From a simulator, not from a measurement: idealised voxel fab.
Proc. module: voxel wiring stack
Section shown: cut. Width: 210 nm. Cell size: 5 nm, square.
Reading order for cross-sections: top band down to bottom band. Underlying form: a grid of square cells. Band size: one or more rows of cells.
Band: top height; bottom height; in nm. Then, left to right: material with width in nm, for each material. "full width": a single material spanning edge to edge. "air": empty space.
We count height from 0. Below that, the starting wafer is all one material. The lowest band never ends at the bottom but goes on down; see "z 0 and below" for how that is written.
Top row gets the first number, bottom row gets the second, and each row in between changes by the same step: that is how a band width like "30 to 40" works.
Key: "no change occurred" - step with no changed cell in the cross-section.
The label "Fully sealed voids" introduces a list of the empty spaces, 8 cells or larger, that have no open way up to the top; each entry in it reads width x height at distance, where the distance is taken from the left edge and all three are stated in nm.
The remark found on a step's line after its settings is issued by the simulator itself and pertains to that step.
The setting "overlay nm" may be written on the line of a step. When the step uses a mask, the value reports how far to the right of the planned place the mask lay, and a negative value reports that it lay to the left.

### Listed below are the process steps as planned
step 1: RECEIVE, material Si
step 2: CONFORMAL_DEP, material SiO2, thk nm 10
step 3: DIRECTIONAL_DEP, material TiN, thk nm 5
step 4: DIRECTIONAL_DEP, material Ru, thk nm 25
step 5: DIRECTIONAL_DEP, material aC, thk nm 10
step 6: PATTERN, tone cover, mask id METAL_1, material resist, width nm 25, pitch nm 40, thk nm 25, overlay nm 0
step 7: DIRECTIONAL_ETCH, etch materials aC, depth nm 10
step 8: STRIP, etch materials resist
step 9: DIRECTIONAL_ETCH, etch materials Ru, depth nm 25
step 10: DIRECTIONAL_ETCH, etch materials TiN, depth nm 5
step 11: STRIP, etch materials aC
step 12: FILL_DEP, material SiO2, thk nm 5
step 13: CMP, height nm 40
step 14: CONFORMAL_DEP, material SiCN, thk nm 5
step 15: DIRECTIONAL_DEP, material SiO2, thk nm 15
step 16: MASKED_ETCH, tone open, mask id PLUG_1, width nm 15, pitch nm 40, etch materials SiO2, depth nm 15, overlay nm 0
step 17: MASKED_ETCH, tone open, mask id PLUG_1, width nm 15, pitch nm 40, etch materials SiCN, depth nm 5, overlay nm 0
step 18: CONFORMAL_DEP, material TiN, thk nm 5
step 19: FILL_DEP, material Ru, thk nm 10
step 20: CMP, height nm 60
step 21: CONFORMAL_DEP, material SiN, thk nm 5
step 22: DIRECTIONAL_DEP, material lowk, thk nm 15
step 23: DIRECTIONAL_DEP, material aC, thk nm 10
step 24: PATTERN, tone open, mask id METAL_2, material resist, width nm 25, pitch nm 40, thk nm 30, overlay nm 0
step 25: DIRECTIONAL_ETCH, etch materials aC, depth nm 10
step 26: STRIP, etch materials resist
step 27: DIRECTIONAL_ETCH, etch materials lowk, depth nm 15
step 28: DIRECTIONAL_ETCH, etch materials SiN, depth nm 5
step 29: STRIP, etch materials aC
step 30: CONFORMAL_DEP, material TiN, thk nm 5
step 31: FILL_DEP, material Cu, thk nm 5
step 32: CMP, height nm 80
step 33: CONFORMAL_DEP, material SiCN, thk nm 5
step 34: DIRECTIONAL_DEP, material SiO2, thk nm 30
step 35: MASKED_ETCH, tone open, mask id METAL_3_HOLES, width nm 15, pitch nm 80, etch materials SiO2, depth nm 30, overlay nm 0
step 36: DIRECTIONAL_DEP, material aC, thk nm 15
step 37: PATTERN, tone open, mask id METAL_3, material resist, width nm 25, pitch nm 40, thk nm 30, overlay nm 0
step 38: DIRECTIONAL_ETCH, etch materials aC, depth nm 15
step 39: STRIP, etch materials resist
step 40: DIRECTIONAL_ETCH, etch materials SiO2, depth nm 20
step 41: DIRECTIONAL_ETCH, etch materials SiCN, depth nm 5
step 42: STRIP, etch materials aC
step 43: CONFORMAL_DEP, material TiN, thk nm 5
step 44: FILL_DEP, material Cu, thk nm 10
step 45: CMP, height nm 115
step 46: CONFORMAL_DEP, material SiN, thk nm 5

### Incoming wafer in cross-section (state: after step 1)
	z 0 and below = Si full width
	Fully sealed voids: none

### End-of-module cross-section. Starting structure and process plan as above; one mistake made in running it
	z 120 to 115 = SiN full width
	z 115 to 100 = SiO2=30; TiN=5; Cu=15; TiN=5; SiO2=15; TiN=5; Cu=15; TiN=5; SiO2=15; TiN=5; Cu=15; TiN=5; SiO2=15; TiN=5; Cu=15; TiN=5; SiO2=35
	z 100 to 95 = SiO2=30; TiN=5; Cu=5; TiN=15; SiO2=15; TiN=25; SiO2=15; TiN=5; Cu=5; TiN=15; SiO2=15; TiN=25; SiO2=35
	z 95 to 85 = SiO2=30; TiN=5; Cu=5; TiN=5; SiO2=65; TiN=5; Cu=5; TiN=5; SiO2=85
	z 85 to 80 = SiCN=30; TiN=15; SiCN=65; TiN=15; SiCN=85
	z 80 to 65 = lowk=30; TiN=5; Cu=15; TiN=5; lowk=15; TiN=5; Cu=15; TiN=5; lowk=15; TiN=5; Cu=15; TiN=5; lowk=15; TiN=5; Cu=15; TiN=5; lowk=35
	z 65 to 60 = SiN=30; TiN=25; SiN=15; TiN=25; SiN=15; TiN=25; SiN=15; TiN=25; SiN=35
	z 60 to 45 = SiO2=30; TiN=5; Ru=5; TiN=5; SiO2=25; TiN=5; Ru=5; TiN=5; SiO2=25; TiN=5; Ru=5; TiN=5; SiO2=25; TiN=5; Ru=5; TiN=5; SiO2=45
	z 45 to 40 = SiCN=30; TiN=15; SiCN=25; TiN=15; SiCN=25; TiN=15; SiCN=25; TiN=15; SiCN=45
	z 40 to 15 = SiO2=35; Ru=15; SiO2=25; Ru=15; SiO2=25; Ru=15; SiO2=25; Ru=15; SiO2=40
	z 15 to 10 = SiO2=35; TiN=15; SiO2=25; TiN=15; SiO2=25; TiN=15; SiO2=25; TiN=15; SiO2=40
	z 10 to 0 = SiO2 full width
	z 0 and below = Si full width
	Fully sealed voids: none
Run error: step 6, actual vs plan mismatch, actual run PATTERN, tone cover, mask id METAL_1, material resist, width nm 15, pitch nm 40, thk nm 25, overlay nm 0
